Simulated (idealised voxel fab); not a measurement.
The name of this process module is voxel self aligned vias.
Shown is cross-section cut, with a width of 160 nm and square cells of size 5 nm.
For the purposes of this document, a cross-section shall be understood as a grid of square cells, specified as bands listed in top-to-bottom order, each band consisting of one or more rows of cells.
Look at the band entry: it leads with the top's height and the bottom's height in nm. Then it lists the materials left to right, with a width in nm for each. The word "everywhere" on a single material says that material fills the band edge to edge. The word "empty" is empty space.
Measure heights from 0. That's the level where, below it, the as-received wafer is all one material. The lowest band is bottomless and extends downward; write it as in "top 0, no bottom".
Graded width ("30->40"): value in top row of band = first number; value in bottom row = second number; row-to-row change constant.
The cross-section has no changed cell in any step marked "no modification".
This entry, "Enclosed void catalog", enumerates those empty regions of no fewer than 8 cells that possess no open connection to the top. Each region is reported in the form width x height at distance, the distance being taken from the left edge, with all three quantities expressed in nm.
What comes after the settings on a step's line is commentary from the simulator itself on that step.
A step line may carry the setting "overlay nm", which, for steps involving a mask, states the distance by which the mask lay to the right of its intended position; negative values denote displacement to the left.
PROCESS STEPS FORESEEN IN THE PLAN
| 1 | RECEIVE [material Si] |
| 2 | CONFORMAL_DEP [material SiO2] [thk nm 15] |
| 3 | CONFORMAL_DEP [material SiCN] [thk nm 5] |
| 4 | DIRECTIONAL_DEP [material SiO2] [thk nm 30] |
| 5 | DIRECTIONAL_DEP [material aC] [thk nm 10] |
| 6 | PATTERN [tone open] [mask id LINES] [material resist] [width nm 20] [pitch nm 55] [thk nm 25] [overlay nm 0] |
| 7 | DIRECTIONAL_ETCH [etch materials aC] [depth nm 10] |
| 8 | STRIP [etch materials resist] |
| 9 | DIRECTIONAL_ETCH [etch materials SiO2] [depth nm 30] |
| 10 | STRIP [etch materials aC] |
| 11 | CONFORMAL_DEP [material TiN] [thk nm 5] |
| 12 | FILL_DEP [material Ru] [thk nm 10] |
| 13 | CMP [height nm 50] |
| 14 | SELECTIVE_ETCH [etch materials W Ru TiN] [depth nm 10] |
| 15 | FILL_DEP [material SiN] [thk nm 10] |
| 16 | CMP [height nm 50] |
| 17 | DIRECTIONAL_DEP [material SiO2] [thk nm 20] |
| 18 | PATTERN [tone open] [mask id VIAS] [material resist] [width nm 30] [thk nm 20] [overlay nm 0] |
| 19 | DIRECTIONAL_ETCH [etch materials SiO2] [depth nm 20] |
| 20 | DIRECTIONAL_ETCH [etch materials SiN] [depth nm 10] |
| 21 | STRIP [etch materials resist] |
| 22 | CONFORMAL_DEP [material TiN] [thk nm 5] |
| 23 | FILL_DEP [material Cu] [thk nm 5] |
| 24 | CMP [height nm 70] |
| 25 | CONFORMAL_DEP [material SiN] [thk nm 5] |
BELOW: THE FIRST OF TWO WAFERS, RUN AS PLANNED
AS RECEIVED (POST STEP 1): CROSS-SECTION
> top 0, no bottom = Si everywhere
> Enclosed void catalog: none
AFTER STEP 2, IN CROSS-SECTION
> top 15, bottom 0 = SiO2 everywhere
> Lower than 0, everything is as it was.
AFTER STEP 3, IN CROSS-SECTION
> top 20, bottom 15 = SiCN everywhere
> Lower than 15, everything is as it was.
AFTER STEP 4, IN CROSS-SECTION
> top 50, bottom 20 = SiO2 everywhere
> Lower than 20, everything is as it was.
AFTER STEP 5, IN CROSS-SECTION
> top 60, bottom 50 = aC everywhere
> Lower than 50, everything is as it was.
AFTER STEP 6, IN CROSS-SECTION
> top 85, bottom 60 = resist=40, then empty=20, then resist=35, then empty=20, then resist=45
> Lower than 60, everything is as it was.
AFTER STEP 7, IN CROSS-SECTION
> top 75, bottom 60 = resist=40, then empty=20, then resist=35, then empty=20, then resist=45
> top 60, bottom 50 = aC=40, then empty=20, then aC=35, then empty=20, then aC=45
> Lower than 50, everything is as it was.
AFTER STEP 8, IN CROSS-SECTION
> top 60, bottom 50 = aC=40, then empty=20, then aC=35, then empty=20, then aC=45
> Lower than 50, everything is as it was.
AFTER STEP 9, IN CROSS-SECTION
> top 60, bottom 50 = aC=40, then empty=20, then aC=35, then empty=20, then aC=45
> top 50, bottom 20 = SiO2=40, then empty=20, then SiO2=35, then empty=20, then SiO2=45
> Lower than 20, everything is as it was.
AFTER STEP 10, IN CROSS-SECTION
> top 50, bottom 20 = SiO2=40, then empty=20, then SiO2=35, then empty=20, then SiO2=45
> Lower than 20, everything is as it was.
AFTER STEP 11, IN CROSS-SECTION
> top 55, bottom 50 = TiN=45, then empty=10, then TiN=45, then empty=10, then TiN=50
> top 50, bottom 25 = SiO2=40, then TiN=5, then empty=10, then TiN=5, then SiO2=35, then TiN=5, then empty=10, then TiN=5, then SiO2=45
> top 25, bottom 20 = SiO2=40, then TiN=20, then SiO2=35, then TiN=20, then SiO2=45
> Lower than 20, everything is as it was.
AFTER STEP 12, IN CROSS-SECTION
> top 65, bottom 55 = Ru everywhere
> top 55, bottom 50 = TiN=45, then Ru=10, then TiN=45, then Ru=10, then TiN=50
> top 50, bottom 25 = SiO2=40, then TiN=5, then Ru=10, then TiN=5, then SiO2=35, then TiN=5, then Ru=10, then TiN=5, then SiO2=45
> Lower than 25, everything is as it was.
AFTER STEP 13, IN CROSS-SECTION
> top 50, bottom 25 = SiO2=40, then TiN=5, then Ru=10, then TiN=5, then SiO2=35, then TiN=5, then Ru=10, then TiN=5, then SiO2=45
> Lower than 25, everything is as it was.
AFTER STEP 14, IN CROSS-SECTION
> top 50, bottom 40 = SiO2=40, then empty=20, then SiO2=35, then empty=20, then SiO2=45
> Lower than 40, everything is as it was.
AFTER STEP 15, IN CROSS-SECTION
> top 60, bottom 50 = SiN everywhere
> top 50, bottom 40 = SiO2=40, then SiN=20, then SiO2=35, then SiN=20, then SiO2=45
> Lower than 40, everything is as it was.
AFTER STEP 16, IN CROSS-SECTION
> top 50, bottom 40 = SiO2=40, then SiN=20, then SiO2=35, then SiN=20, then SiO2=45
> Lower than 40, everything is as it was.
AFTER STEP 17, IN CROSS-SECTION
> top 70, bottom 50 = SiO2 everywhere
> Lower than 50, everything is as it was.
AFTER STEP 18, IN CROSS-SECTION
> top 90, bottom 70 = resist=35, then empty=30, then resist=95
> Lower than 70, everything is as it was.
AFTER STEP 19, IN CROSS-SECTION
> top 90, bottom 70 = resist=35, then empty=30, then resist=95
> top 70, bottom 50 = SiO2=35, then empty=30, then SiO2=95
> Lower than 50, everything is as it was.
AFTER STEP 20, IN CROSS-SECTION
> top 90, bottom 70 = resist=35, then empty=30, then resist=95
> top 70, bottom 50 = SiO2=35, then empty=30, then SiO2=95
> top 50, bottom 40 = SiO2=40, then empty=20, then SiO2=35, then SiN=20, then SiO2=45
> Lower than 40, everything is as it was.
AFTER STEP 21, IN CROSS-SECTION
> top 70, bottom 50 = SiO2=35, then empty=30, then SiO2=95
> Lower than 50, everything is as it was.
AFTER STEP 22, IN CROSS-SECTION
> top 75, bottom 70 = TiN=40, then empty=20, then TiN=100
> top 70, bottom 55 = SiO2=35, then TiN=5, then empty=20, then TiN=5, then SiO2=95
> top 55, bottom 50 = SiO2=35, then TiN=10, then empty=10, then TiN=10, then SiO2=95
> top 50, bottom 45 = SiO2=40, then TiN=5, then empty=10, then TiN=5, then SiO2=35, then SiN=20, then SiO2=45
> top 45, bottom 40 = SiO2=40, then TiN=20, then SiO2=35, then SiN=20, then SiO2=45
> Lower than 40, everything is as it was.
AFTER STEP 23, IN CROSS-SECTION
> top 80, bottom 75 = Cu everywhere
> top 75, bottom 70 = TiN=40, then Cu=20, then TiN=100
> top 70, bottom 55 = SiO2=35, then TiN=5, then Cu=20, then TiN=5, then SiO2=95
> top 55, bottom 50 = SiO2=35, then TiN=10, then Cu=10, then TiN=10, then SiO2=95
> top 50, bottom 45 = SiO2=40, then TiN=5, then Cu=10, then TiN=5, then SiO2=35, then SiN=20, then SiO2=45
> Lower than 45, everything is as it was.
AFTER STEP 24, IN CROSS-SECTION
> top 70, bottom 55 = SiO2=35, then TiN=5, then Cu=20, then TiN=5, then SiO2=95
> Lower than 55, everything is as it was.
AFTER STEP 25, IN CROSS-SECTION
> top 75, bottom 70 = SiN everywhere
> Lower than 70, everything is as it was.
SECOND WAFER. START AND PLAN AS FOR THE FIRST. ONE MISTAKE MADE IN RUNNING. AGREES WITH THE FIRST UP TO AND INCLUDING STEP 5
SECOND WAFER SHOWN IN CROSS-SECTION AT THE TIME STEP 6 WAS SLATED TO END
> top 85, bottom 60 = resist=35, then empty=20, then resist=35, then empty=20, then resist=50
> Lower than 60, everything is as it was.
SECOND WAFER SHOWN IN CROSS-SECTION AT THE TIME STEP 7 WAS SLATED TO END
> top 75, bottom 60 = resist=35, then empty=20, then resist=35, then empty=20, then resist=50
> top 60, bottom 50 = aC=35, then empty=20, then aC=35, then empty=20, then aC=50
> Lower than 50, everything is as it was.
SECOND WAFER SHOWN IN CROSS-SECTION AT THE TIME STEP 8 WAS SLATED TO END
> top 60, bottom 50 = aC=35, then empty=20, then aC=35, then empty=20, then aC=50
> Lower than 50, everything is as it was.
SECOND WAFER SHOWN IN CROSS-SECTION AT THE TIME STEP 9 WAS SLATED TO END
> top 60, bottom 50 = aC=35, then empty=20, then aC=35, then empty=20, then aC=50
> top 50, bottom 20 = SiO2=35, then empty=20, then SiO2=35, then empty=20, then SiO2=50
> Lower than 20, everything is as it was.
SECOND WAFER SHOWN IN CROSS-SECTION AT THE TIME STEP 10 WAS SLATED TO END
> top 50, bottom 20 = SiO2=35, then empty=20, then SiO2=35, then empty=20, then SiO2=50
> Lower than 20, everything is as it was.
SECOND WAFER SHOWN IN CROSS-SECTION AT THE TIME STEP 11 WAS SLATED TO END
> top 55, bottom 50 = TiN=40, then empty=10, then TiN=45, then empty=10, then TiN=55
> top 50, bottom 25 = SiO2=35, then TiN=5, then empty=10, then TiN=5, then SiO2=35, then TiN=5, then empty=10, then TiN=5, then SiO2=50
> top 25, bottom 20 = SiO2=35, then TiN=20, then SiO2=35, then TiN=20, then SiO2=50
> Lower than 20, everything is as it was.
SECOND WAFER SHOWN IN CROSS-SECTION AT THE TIME STEP 12 WAS SLATED TO END
> top 65, bottom 55 = Ru everywhere
> top 55, bottom 50 = TiN=40, then Ru=10, then TiN=45, then Ru=10, then TiN=55
> top 50, bottom 25 = SiO2=35, then TiN=5, then Ru=10, then TiN=5, then SiO2=35, then TiN=5, then Ru=10, then TiN=5, then SiO2=50
> Lower than 25, everything is as it was.
SECOND WAFER SHOWN IN CROSS-SECTION AT THE TIME STEP 13 WAS SLATED TO END
> top 50, bottom 25 = SiO2=35, then TiN=5, then Ru=10, then TiN=5, then SiO2=35, then TiN=5, then Ru=10, then TiN=5, then SiO2=50
> Lower than 25, everything is as it was.
SECOND WAFER SHOWN IN CROSS-SECTION AT THE TIME STEP 14 WAS SLATED TO END
> top 50, bottom 40 = SiO2=35, then empty=20, then SiO2=35, then empty=20, then SiO2=50
> Lower than 40, everything is as it was.
SECOND WAFER SHOWN IN CROSS-SECTION AT THE TIME STEP 15 WAS SLATED TO END
> top 60, bottom 50 = SiN everywhere
> top 50, bottom 40 = SiO2=35, then SiN=20, then SiO2=35, then SiN=20, then SiO2=50
> Lower than 40, everything is as it was.
SECOND WAFER SHOWN IN CROSS-SECTION AT THE TIME STEP 16 WAS SLATED TO END
> top 50, bottom 40 = SiO2=35, then SiN=20, then SiO2=35, then SiN=20, then SiO2=50
> Lower than 40, everything is as it was.
SECOND WAFER SHOWN IN CROSS-SECTION AT THE TIME STEP 17 WAS SLATED TO END
> top 70, bottom 50 = SiO2 everywhere
> Lower than 50, everything is as it was.
SECOND WAFER SHOWN IN CROSS-SECTION AT THE TIME STEP 18 WAS SLATED TO END
> top 90, bottom 70 = resist=35, then empty=30, then resist=95
> Lower than 70, everything is as it was.
SECOND WAFER SHOWN IN CROSS-SECTION AT THE TIME STEP 19 WAS SLATED TO END
> top 90, bottom 70 = resist=35, then empty=30, then resist=95
> top 70, bottom 50 = SiO2=35, then empty=30, then SiO2=95
> Lower than 50, everything is as it was.
SECOND WAFER SHOWN IN CROSS-SECTION AT THE TIME STEP 20 WAS SLATED TO END
> top 90, bottom 70 = resist=35, then empty=30, then resist=95
> top 70, bottom 50 = SiO2=35, then empty=30, then SiO2=95
> top 50, bottom 40 = SiO2=35, then empty=20, then SiO2=35, then SiN=20, then SiO2=50
> Lower than 40, everything is as it was.
SECOND WAFER SHOWN IN CROSS-SECTION AT THE TIME STEP 21 WAS SLATED TO END
> top 70, bottom 50 = SiO2=35, then empty=30, then SiO2=95
> Lower than 50, everything is as it was.
SECOND WAFER SHOWN IN CROSS-SECTION AT THE TIME STEP 22 WAS SLATED TO END
> top 75, bottom 70 = TiN=40, then empty=20, then TiN=100
> top 70, bottom 55 = SiO2=35, then TiN=5, then empty=20, then TiN=5, then SiO2=95
> top 55, bottom 50 = SiO2=35, then TiN=5, then empty=10, then TiN=15, then SiO2=95
> top 50, bottom 45 = SiO2=35, then TiN=5, then empty=10, then TiN=5, then SiO2=35, then SiN=20, then SiO2=50
> top 45, bottom 40 = SiO2=35, then TiN=20, then SiO2=35, then SiN=20, then SiO2=50
> Lower than 40, everything is as it was.
SECOND WAFER SHOWN IN CROSS-SECTION AT THE TIME STEP 23 WAS SLATED TO END
> top 80, bottom 75 = Cu everywhere
> top 75, bottom 70 = TiN=40, then Cu=20, then TiN=100
> top 70, bottom 55 = SiO2=35, then TiN=5, then Cu=20, then TiN=5, then SiO2=95
> top 55, bottom 50 = SiO2=35, then TiN=5, then Cu=10, then TiN=15, then SiO2=95
> top 50, bottom 45 = SiO2=35, then TiN=5, then Cu=10, then TiN=5, then SiO2=35, then SiN=20, then SiO2=50
> Lower than 45, everything is as it was.
SECOND WAFER SHOWN IN CROSS-SECTION AT THE TIME STEP 24 WAS SLATED TO END
> top 70, bottom 55 = SiO2=35, then TiN=5, then Cu=20, then TiN=5, then SiO2=95
> Lower than 55, everything is as it was.
SECOND WAFER SHOWN IN CROSS-SECTION AT THE TIME STEP 25 WAS SLATED TO END
> top 75, bottom 70 = SiN everywhere
> Lower than 70, everything is as it was.
What broke from the plan during processing? step 6 ran differently from the plan; actual operation with settings: PATTERN [tone open] [mask id LINES] [material resist] [width nm 20] [pitch nm 55] [thk nm 25] [overlay nm -5]
Upon completion, the cell count for each material on the second wafer equals that on the first, whereas the spatial distribution of those cells differs.
